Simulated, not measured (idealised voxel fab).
Process module heading - voxel self aligned contacts
Square cells of 5 nm make up the cross-section cut, whose width is 270 nm.
For the purposes of this document, a cross-section shall be understood as a grid of square cells, specified as bands listed in top-to-bottom order, each band consisting of one or more rows of cells.
For a band, the entry starts with two heights in nm, that of the top and then that of the bottom, and carries on with the band's materials in order from left to right, each alongside its width in nm; the word "edge to edge" beside a single material means it fills the band edge to edge, and "empty" means empty space.
All heights in this document are referenced to 0, defined as the level beneath which the wafer, as received, consists entirely of one material. The lowest band is not bounded below; it extends indefinitely downward and is written in the form "from 0 down".
Per-row width for "30 to 40": begins at first number (top row of band), ends at second number (bottom row), increment between rows held constant.
"everything unchanged", as given for a step, is the statement that not any cell of the cross-section underwent a change during that step.
The list in "Voids, enclosed" covers empty spaces of 8 cells or more that cannot reach the top through any open way, and it gives each as width x height at distance; the distance is from the left edge, and width, height and distance are in nm.
Anything after a step's settings on that line? It's the simulator's own note about the step.
When a step includes a mask, the "overlay nm" setting on its line states how far to the right of its planned place that mask lay, and negative values state how far to the left.

**Here's what the planned process steps look like**
1) RECEIVE | material Si
2) OXIDIZE | depth nm 5
3) DIRECTIONAL_DEP | material polySi | thk nm 30
4) DIRECTIONAL_DEP | material SiN | thk nm 15
5) MASKED_ETCH | tone cover | mask id GATE | width nm 25 | pitch nm 55 | etch materials SiN | depth nm 15 | overlay nm 0
6) MASKED_ETCH | tone cover | mask id GATE | width nm 25 | pitch nm 55 | etch materials polySi | depth nm 30 | overlay nm 0
7) CONFORMAL_DEP | material SiN | thk nm 5
8) DIRECTIONAL_ETCH | etch materials SiN | depth nm 5
9) FILL_DEP | material SiO2 | thk nm 10
10) CMP | height nm 50
11) MASKED_ETCH | tone open | mask id CONTACT | width nm 40 | pitch nm 55 | etch materials SiO2 | depth nm 55 | overlay nm 0
12) CONFORMAL_DEP | material TiN | thk nm 5
13) FILL_DEP | material Ru | thk nm 10
14) CMP | height nm 50
15) CONFORMAL_DEP | material SiCN | thk nm 5

**Cross-section of the wafer as it came to us, i.e., already through step 1**
	from 0 down = Si edge to edge
	Voids, enclosed: none

**Cross-sectional image of the first of two wafers at the end of the module, the run having proceeded as planned**
	from 55 to 50 = SiCN edge to edge
	from 50 to 45 = SiO2=85; TiN=15; Ru=10; TiN=15; SiO2=15; TiN=15; Ru=10; TiN=15; SiO2=90
	from 45 to 30 = SiO2=60; SiN=35; TiN=5; Ru=10; TiN=5; SiN=35; TiN=5; Ru=10; TiN=5; SiN=35; SiO2=65
	from 30 to 0 = SiO2=60; SiN=5; polySi=25; SiN=5; TiN=5; Ru=10; TiN=5; SiN=5; polySi=25; SiN=5; TiN=5; Ru=10; TiN=5; SiN=5; polySi=25; SiN=5; SiO2=65
	from 0 to -5 = SiO2=95; TiN=20; SiO2=35; TiN=20; SiO2=100
	from -5 down = Si edge to edge
	Voids, enclosed: none

**Second wafer through the module, sectioned at the end: same beginning and same plan as the first wafer, with one mistake in carrying it out**
	from 55 to 50 = SiCN edge to edge
	from 50 to 45 = SiO2=85; TiN=15; Ru=10; TiN=15; SiO2=15; TiN=15; Ru=10; TiN=15; SiO2=90
	from 45 to 35 = SiO2=60; SiN=35; TiN=5; Ru=10; TiN=5; SiN=35; TiN=5; Ru=10; TiN=5; SiN=35; SiO2=65
	from 35 to 30 = SiO2=60; SiN=35; TiN=20; SiN=35; TiN=20; SiN=35; SiO2=65
	from 30 to 0 = Ru edge to edge
	from 0 to -5 = SiO2 edge to edge
	from -5 down = Si edge to edge
	Voids, enclosed: none
Against the plan, the run slipped here: not per plan at step 3, really ran DIRECTIONAL_DEP | material Ru | thk nm 30
Final comparison by cell count, materials where the second wafer has more or fewer than the first: Ru: 296 more | SiN: 36 fewer | SiO2: 142 fewer | TiN: 28 fewer | polySi: 90 fewer
